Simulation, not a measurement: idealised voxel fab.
Presented below is a process module, voxel air gaps.
Cross-section cut spans 170 nm and uses square cells 5 nm in size.
Cross-section layout: square cells on a grid; listed as bands, top to bottom; a band spans one or more cell rows.
A band entry consists of two parts. The first gives the height of the band's top and the height of its bottom, in nm. The rest lists the band's materials from left to right, each with its width in nm. A single material labelled with the word "throughout" fills the band from edge to edge, and the word "blank" marks empty space.
A quick word on heights: they are counted from 0, and under that level the wafer as it came to us is one material throughout. The lowest band is different from the rest in having no bottom; it simply continues downward, written as in "0 and below".
Width "30 to 40": first value at the band's top row of cells, second value at its bottom row, equal change from row to row.
Any step labelled "left unchanged" changed none of the cells in the cross-section.
"Enclosed empty spaces" specifies each empty space that is not open to the top and that occupies no fewer than 8 cells, using the form width x height at distance, the distance measured from the left edge and all three quantities in nm.
The remark found on a step's line after its settings is issued by the simulator itself and pertains to that step.
Among the settings permitted on a step's line is "overlay nm"; applied to a step with a mask, it specifies the extent to which the mask lay to the right of its planned position, whereas a negative figure signifies a position to the left.
### The following list gives the planned process steps
1 RECEIVE,material Si
2 CONFORMAL_DEP,material SiO2,thk nm 10
3 CONFORMAL_DEP,material SiN,thk nm 5
4 DIRECTIONAL_DEP,material lowk,thk nm 40
5 DIRECTIONAL_DEP,material aC,thk nm 10
6 PATTERN,tone open,mask id LINES,material resist,width nm 20,pitch nm 45,thk nm 25,overlay nm 0
7 DIRECTIONAL_ETCH,etch materials aC,depth nm 10
8 STRIP,etch materials resist
9 DIRECTIONAL_ETCH,etch materials lowk,depth nm 40
10 STRIP,etch materials aC
11 CONFORMAL_DEP,material TiN,thk nm 5
12 FILL_DEP,material Ru,thk nm 10
13 CMP,height nm 55
14 EPI,material Ru,thk nm 10
15 SELECTIVE_ETCH,etch materials lowk,depth nm 50
16 CONFORMAL_DEP,material SiCN,thk nm 5
### Cross-sectional view of the wafer in its as-received condition, corresponding to the state after step 1
	0 and below  Si throughout
	Enclosed empty spaces: none
### Post-module cross-section of the first of two wafers (run per plan)
	70 down to 65  blank (15)  SiCN (140)  blank (15)
	65 down to 55  blank (15)  SiCN (5)  Ru (40)  SiCN (5)  Ru (40)  SiCN (5)  Ru (40)  SiCN (5)  blank (15)
	55 down to 50  blank (15)  SiCN (15)  TiN (5)  Ru (10)  TiN (5)  SiCN (25)  TiN (5)  Ru (10)  TiN (5)  SiCN (25)  TiN (5)  Ru (10)  TiN (5)  SiCN (15)  blank (15)
	50 down to 20  blank (25)  SiCN (5)  TiN (5)  Ru (10)  TiN (5)  SiCN (5)  blank (15)  SiCN (5)  TiN (5)  Ru (10)  TiN (5)  SiCN (5)  blank (15)  SiCN (5)  TiN (5)  Ru (10)  TiN (5)  SiCN (5)  blank (25)
	20 down to 15  SiCN (30)  TiN (20)  SiCN (25)  TiN (20)  SiCN (25)  TiN (20)  SiCN (30)
	15 down to 10  SiN throughout
	10 down to 0  SiO2 throughout
	0 and below  Si throughout
	Enclosed empty spaces: 15 x 30 at 55; 15 x 30 at 100
### Wafer two, sectioned after the module: the first wafer's start, the first wafer's plan, and one mistake in how it was run
	70 down to 65  blank (20)  SiCN (40)  blank (5)  SiCN (40)  blank (5)  SiCN (40)  blank (20)
	65 down to 55  blank (20)  SiCN (5)  Ru (30)  SiCN (5)  blank (5)  SiCN (5)  Ru (30)  SiCN (5)  blank (5)  SiCN (5)  Ru (30)  SiCN (5)  blank (20)
	55 down to 50  blank (20)  SiCN (15)  Ru (10)  SiCN (15)  blank (5)  SiCN (15)  Ru (10)  SiCN (15)  blank (5)  SiCN (15)  Ru (10)  SiCN (15)  blank (20)
	50 down to 20  blank (25)  SiCN (10)  Ru (10)  SiCN (10)  blank (15)  SiCN (10)  Ru (10)  SiCN (10)  blank (15)  SiCN (10)  Ru (10)  SiCN (10)  blank (25)
	20 down to 15  SiCN throughout
	15 down to 10  SiN throughout
	10 down to 0  SiO2 throughout
	0 and below  Si throughout
	Enclosed empty spaces: none
It is concluded that the wafer was processed incorrectly with respect to the plan, in that the process deviated at step 11: the operation and settings actually run there were CONFORMAL_DEP,material SiCN,thk nm 5
Per the end-of-run cell counts, the second wafer holds more or fewer of some materials than the first: Ru -12; SiCN +50; TiN -54
At process end, closed voids number 2 in the first wafer and 0 in the second wafer.
